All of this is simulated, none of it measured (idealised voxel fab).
process module | voxel air gaps
cross-section cut | 270 nm wide | cells 5 nm
A cross-section is a grid of square cells, given in bands from the top down. A band is one or more rows of cells.
Each band's line starts with the height of the band's top and of its bottom, in nm. Then come its materials from left to right, each with its width in nm. One material with "throughout" fills the band from edge to edge. "air" is empty space.
Height 0 is the level under which the wafer as received is all one material. The lowest band goes on downwards, as in "0 down".
A width such as "30 to 40" changes by the same amount from each row of cells to the next, from the band's top row to its bottom row.
"no change" after a step means that no cell of the cross-section changed.
closed voids: empty space of 8 cells or more with no open way to the top, each as width x height at its distance from the left edge, in nm
after a step's settings: what the simulator itself notes on the step
overlay nm, on a step with a mask: how far to the right of its planned place the mask lay; to the left if negative
plan
1 op RECEIVE | material Si
2 op CONFORMAL_DEP | material SiO2 | thk nm 10
3 op CONFORMAL_DEP | material SiN | thk nm 5
4 op DIRECTIONAL_DEP | material SiO2 | thk nm 35
5 op MASKED_ETCH | tone open | mask id LINES | width nm 20 | pitch nm 45 | etch materials SiO2 | depth nm 35 | overlay nm 0
6 op CONFORMAL_DEP | material TiN | thk nm 5
7 op FILL_DEP | material W | thk nm 5
8 op CMP | height nm 40
9 op EPI | material Ru | thk nm 10
10 op SELECTIVE_ETCH | etch materials SiO2 | depth nm 45
11 op CONFORMAL_DEP | material SiCN | thk nm 5
varied across the wafers: height nm of step 8. The plan shows the first wafer's value. All wafers start alike
first wafer as received, after step 1
  0 down: Si throughout
  closed voids: none
each wafer at the end: cells of each material gained (+) or lost (-) since it was received, then its closed voids
height nm 40 | +64 Ru | +130 SiCN | +54 SiN | +108 SiO2 | +48 TiN | +32 W | closed voids: 15 x 15 at 80; 15 x 15 at 125; 15 x 15 at 170
height nm 45 | +64 Ru | +138 SiCN | +54 SiN | +108 SiO2 | +56 TiN | +40 W | closed voids: 15 x 20 at 80; 15 x 20 at 125; 15 x 20 at 170
height nm 50 | +64 Ru | +146 SiCN | +54 SiN | +108 SiO2 | +64 TiN | +48 W | closed voids: 15 x 25 at 80; 15 x 25 at 125; 15 x 25 at 170
height nm 55 | +108 Ru | +54 SiCN | +54 SiN | +374 SiO2 | +110 TiN | +56 W | closed voids: none
height nm 60 | +108 Ru | +54 SiCN | +54 SiN | +374 SiO2 | +110 TiN | +110 W | closed voids: none
